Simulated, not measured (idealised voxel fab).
Proc. module: voxel fin reveal
Each square cell in cross-section cut measures 5 nm, and the section as a whole is 200 nm wide.
Heads up, the way a cross-section reads in here is a grid of square cells, handed over as bands from the top down, with every band being one or more rows of cells. Top, bottom (nm), then materials left to right with widths (nm); lone material tagged "throughout" fills the whole band edge to edge; "blank" = empty space. Heads up on the height convention: 0 is the point under which the incoming wafer is all one material, and the lowest band has no bottom, it just keeps going down, like "from 0 down". You'd read "30..40" like this: the band's top row of cells is as wide as the first number, its bottom row is as wide as the second, and going down, every row changes width by the same amount as the row before did. "remains unaltered" (step): cross-section cells unchanged, all of them. The entry titled "Fully closed voids" provides the empty spaces that have no open way to the top, restricted to those of 8 cells or more. Each is presented as width x height at distance, the distance being measured from the left edge, with all three in nm. If you see something after the settings on a step's line, that's the simulator's own remark about that step. When a step includes a mask, the "overlay nm" setting on its line states how far to the right of its planned place that mask lay, and negative values state how far to the left.

PLANNED PROCESS STEPS
step 1: op RECEIVE | material Si
step 2: op CONFORMAL_DEP | material SiN | thk nm 5
step 3: op DIRECTIONAL_DEP | material aC | thk nm 15
step 4: op PATTERN | tone cover | mask id FINS | material resist | width nm 15 | pitch nm 35 | thk nm 35 | overlay nm 0
step 5: op DIRECTIONAL_ETCH | etch materials aC | depth nm 15
step 6: op STRIP | etch materials resist
step 7: op DIRECTIONAL_ETCH | etch materials SiN | depth nm 5
step 8: op DIRECTIONAL_ETCH | etch materials Si | depth nm 35
step 9: op STRIP | etch materials aC
step 10: op OXIDIZE | depth nm 5
step 11: op FILL_DEP | material SiO2 | thk nm 15
step 12: op CMP | height nm 5
step 13: op SELECTIVE_ETCH | etch materials SiO2 | depth nm 20
step 14: op STRIP | etch materials SiN
step 15: op CONFORMAL_DEP | material SiO2 | thk nm 5

AS RECEIVED, AFTER STEP 1
  from 0 down: Si throughout
  Fully closed voids: none

STARTING STRUCTURE AND PROCESS PLAN ARE AS SHOWN ABOVE, BUT ONE MISTAKE WAS MADE IN RUNNING THE MODULE; THE WAFER CROSS-SECTION AT THE END OF THE MODULE FOLLOWS
  from 5 to 0: SiO2 throughout
  from 0 to -40: 80 SiO2 | 5 Si | 30 SiO2 | 5 Si | 80 SiO2
  from -40 down: Si throughout
  Fully closed voids: none
Heads up, the wafer didn't run the way we planned it: plan step 12 was not performed, having been skipped
